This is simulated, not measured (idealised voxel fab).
Process module under the name voxel spacer lines
Cross-section cut spans 295 nm and uses square cells 5 nm in size.
Throughout this document, each cross-section is represented as a grid of square cells and is presented as a sequence of bands enumerated from the top downward, where a band comprises one or more rows of cells.
For a band, the entry starts with two heights in nm, that of the top and then that of the bottom, and carries on with the band's materials in order from left to right, each alongside its width in nm; the word "full width" beside a single material means it fills the band edge to edge, and "empty" means empty space.
Basically, 0 is our baseline, since under it the wafer straight out of the box is all one material. The bottom band has no lower end and keeps on going down, so it looks like "z 0 and below".
A width such as "30 to 40" changes by the same amount from each row of cells to the next, from the band's top row to its bottom row.
Take "no modification" at face value: in the step it is given for, the cross-section changed in none of its cells.
What "Sealed internal voids" gives you is every empty space of 8 cells or more that is cut off from the top. Each appears as width x height at distance, with the distance taken from the left edge and width, height and distance all in nm.
That trailing text on a step's line, after the settings, is the simulator's own remark on the step.
overlay nm: right-of-plan distance of the mask on a masked step; negative values mean left-of-plan.
Here's what the planned process steps look like:
1,RECEIVE (material Si)
2,CONFORMAL_DEP (material Al2O3; thk nm 10)
3,DIRECTIONAL_DEP (material TiN; thk nm 15)
4,DIRECTIONAL_DEP (material polySi; thk nm 30)
5,PATTERN (tone cover; mask id MANDREL; material resist; width nm 15; pitch nm 50; thk nm 35; overlay nm 0)
6,DIRECTIONAL_ETCH (etch materials polySi; depth nm 30)
7,STRIP (etch materials resist)
8,CONFORMAL_DEP (material SiN; thk nm 10)
9,DIRECTIONAL_ETCH (etch materials SiN; depth nm 10)
10,STRIP (etch materials polySi)
11,DIRECTIONAL_ETCH (etch materials TiN; depth nm 15)
12,STRIP (etch materials SiN)
13,FILL_DEP (material SiO2; thk nm 10)
14,CMP (height nm 25)
Wafer at receipt (post step 1), cross-section:
z 0 and below = Si full width
Sealed internal voids: none
Cross-section, first of two wafers, end of module, run as planned:
z 25 to 10 = SiO2 105 nm, then TiN 10 nm, then SiO2 15 nm, then TiN 10 nm, then SiO2 15 nm, then TiN 10 nm, then SiO2 15 nm, then TiN 10 nm, then SiO2 105 nm
z 10 to 0 = Al2O3 full width
z 0 and below = Si full width
Sealed internal voids: none
Second wafer cross-section at end of module - shared start and plan with the first, one mistake in the run:
z 25 to 10 = SiO2 115 nm, then TiN 10 nm, then SiO2 15 nm, then TiN 10 nm, then SiO2 15 nm, then TiN 10 nm, then SiO2 15 nm, then TiN 10 nm, then SiO2 95 nm
z 10 to 0 = Al2O3 full width
z 0 and below = Si full width
Sealed internal voids: none
Deviation noted in wafer processing: step 5 did not use the planned setting and instead ran as PATTERN (tone cover; mask id MANDREL; material resist; width nm 15; pitch nm 50; thk nm 35; overlay nm 10)
Both wafers, final: cells per material equal; arrangement not.
